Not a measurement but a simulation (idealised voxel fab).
Name of the process module below: voxel fin reveal
The width of the displayed cross-section, cut, is 180 nm; its cells are square, with a size of 5 nm.
A cross-section is written here as square cells arranged in a grid, and it is given in bands from the top down, each band taking up one or more rows of cells.
The band entry comprises the height of the band's top followed by the height of its bottom, expressed in nm, and subsequently the band's materials from left to right, each stated together with its width in nm. Where a single material is marked with the word "throughout", that material fills the band from edge to edge. The word "empty" represents empty space.
Note: height 0 marks the level under which the wafer is uniformly one material as received. Lowest band unbounded below, written "0 nm and below".
Width: "30 to 40" (first number = top row, second number = bottom row, same change from row to row of cells).
"nothing changed" means the step left every cell of the cross-section as it was.
"Cavities, closed" - sealed voids, min. 8 cells, no opening to top; format: width x height at distance (distance from left edge; nm throughout).
That trailing text on a step's line, after the settings, is the simulator's own remark on the step.
"overlay nm" on a masked step: distance the mask lay right of its planned place, negative for left.

The process steps that were planned are listed below
1: RECEIVE (material Si)
2: CONFORMAL_DEP (material SiN; thk nm 10)
3: DIRECTIONAL_DEP (material aC; thk nm 15)
4: PATTERN (tone cover; mask id FINS; material resist; width nm 15; pitch nm 40; thk nm 35; overlay nm 0)
5: DIRECTIONAL_ETCH (etch materials aC; depth nm 15)
6: STRIP (etch materials resist)
7: DIRECTIONAL_ETCH (etch materials SiN; depth nm 10)
8: DIRECTIONAL_ETCH (etch materials Si; depth nm 35)
9: STRIP (etch materials aC)
10: FILL_DEP (material SiO2; thk nm 10)
11: CMP (height nm 10)
12: SELECTIVE_ETCH (etch materials SiO2; depth nm 20)
13: STRIP (etch materials SiN)

Step 1 complete: cross-section of the wafer as received
* 0 nm and below  Si throughout
* Cavities, closed: none

Wafer cross-section at module end: first of two, run to plan
* 0 nm to -10 nm  empty 40  Si 15  empty 25  Si 15  empty 25  Si 15  empty 45
* -10 nm to -35 nm  SiO2 40  Si 15  SiO2 25  Si 15  SiO2 25  Si 15  SiO2 45
* -35 nm and below  Si throughout
* Cavities, closed: none

Module end: cross-section of wafer two of two. Same start and process plan as the first wafer. One mistake during execution
* 0 nm to -10 nm  empty 35  Si 25  empty 15  Si 25  empty 15  Si 25  empty 40
* -10 nm to -35 nm  SiO2 35  Si 25  SiO2 15  Si 25  SiO2 15  Si 25  SiO2 40
* -35 nm and below  Si throughout
* Cavities, closed: none
Deviation noted in wafer processing: the process deviated at step 4: the operation and settings actually run there were PATTERN (tone cover; mask id FINS; material resist; width nm 25; pitch nm 40; thk nm 35; overlay nm 0)
Wrapping up, a cell-based count of both wafers puts the second over or under the first for these materials: Si: 42 more, SiO2: 30 fewer
